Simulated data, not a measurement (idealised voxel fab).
Herein follows the process module entitled voxel tone inversion.
Section shown: cut. Width: 225 nm. Cell size: 5 nm, square.
This document writes a cross-section as a grid whose cells are square, and gives it as bands, listed from the top down; one or more rows of cells form a band.
What a band's entry tells you: where the top is and where the bottom is, as heights in nm, and after that what lies inside, material by material from left to right, each with its width in nm. Empty space is written as the word "air", and a single material marked with the word "all across" occupies the band from edge to edge.
A quick word on heights: they are counted from 0, and under that level the wafer as it came to us is one material throughout. The lowest band is different from the rest in having no bottom; it simply continues downward, written as in "0..down".
Graded width ("30->40"): value in top row of band = first number; value in bottom row = second number; row-to-row change constant.
For the purposes of this document, the phrase "no alteration" attached to a step denotes that no cell within the cross-section was modified by that step.
Closed empty spaces (no open way to the top) of 8 cells or more are what "Closed internal cavities" lists, each as width x height at distance from the left edge, nm for all three.
Heads up: the bit after the settings on a step's line is the simulator's remark on that step.
The optional step-line setting "overlay nm" applies to steps with a mask and quantifies how far to the right of its planned location the mask lay, a negative value indicating leftward placement.
-- Intended process steps
step 1: RECEIVE, material Si
step 2: CONFORMAL_DEP, material SiCN, thk nm 5
step 3: DIRECTIONAL_DEP, material polySi, thk nm 25
step 4: PATTERN, tone cover, mask id POSTS, material resist, width nm 25, pitch nm 50, thk nm 35, overlay nm 0
step 5: DIRECTIONAL_ETCH, etch materials polySi, depth nm 25
step 6: STRIP, etch materials resist
step 7: FILL_DEP, material lowk, thk nm 5
step 8: CMP, height nm 30
step 9: STRIP, etch materials polySi
-- Below: the first of two wafers, run as planned
-- Cross-section of the wafer upon arrival, representing the state reached after step 1
0..down = Si all across
Closed internal cavities: none
-- After step 2: wafer cross-section
5..0 = SiCN all across
At heights below 0, the structure remains unaltered.
-- After step 3: wafer cross-section
30..5 = polySi all across
At heights below 5, the structure remains unaltered.
-- After step 4: wafer cross-section
65..30 = air 75 / resist 25 / air 25 / resist 25 / air 75
At heights below 30, the structure remains unaltered.
-- After step 5: wafer cross-section
65..30 = air 75 / resist 25 / air 25 / resist 25 / air 75
30..5 = air 75 / polySi 25 / air 25 / polySi 25 / air 75
At heights below 5, the structure remains unaltered.
-- After step 6: wafer cross-section
30..5 = air 75 / polySi 25 / air 25 / polySi 25 / air 75
At heights below 5, the structure remains unaltered.
-- After step 7: wafer cross-section
35..30 = lowk all across
30..5 = lowk 75 / polySi 25 / lowk 25 / polySi 25 / lowk 75
At heights below 5, the structure remains unaltered.
-- After step 8: wafer cross-section
30..5 = lowk 75 / polySi 25 / lowk 25 / polySi 25 / lowk 75
At heights below 5, the structure remains unaltered.
-- After step 9: wafer cross-section
30..5 = lowk 75 / air 25 / lowk 25 / air 25 / lowk 75
At heights below 5, the structure remains unaltered.
-- Wafer two. Same start, same plan, one slip in execution. Same as wafer one through step 3, inclusive
-- Second wafer, cross-section, planned end of step 4
65..30 = air 65 / resist 25 / air 25 / resist 25 / air 85
At heights below 30, the structure remains unaltered.
-- Second wafer, cross-section, planned end of step 5
65..30 = air 65 / resist 25 / air 25 / resist 25 / air 85
30..5 = air 65 / polySi 25 / air 25 / polySi 25 / air 85
At heights below 5, the structure remains unaltered.
-- Second wafer, cross-section, planned end of step 6
30..5 = air 65 / polySi 25 / air 25 / polySi 25 / air 85
At heights below 5, the structure remains unaltered.
-- Second wafer, cross-section, planned end of step 7
35..30 = lowk all across
30..5 = lowk 65 / polySi 25 / lowk 25 / polySi 25 / lowk 85
At heights below 5, the structure remains unaltered.
-- Second wafer, cross-section, planned end of step 8
30..5 = lowk 65 / polySi 25 / lowk 25 / polySi 25 / lowk 85
At heights below 5, the structure remains unaltered.
-- Second wafer, cross-section, planned end of step 9
30..5 = lowk 65 / air 25 / lowk 25 / air 25 / lowk 85
At heights below 5, the structure remains unaltered.
What was the processing mistake? step 4: run off-plan, actual operation and settings PATTERN, tone cover, mask id POSTS, material resist, width nm 25, pitch nm 50, thk nm 35, overlay nm -10
Final state: per-material cell counts identical on both wafers; locations differ.
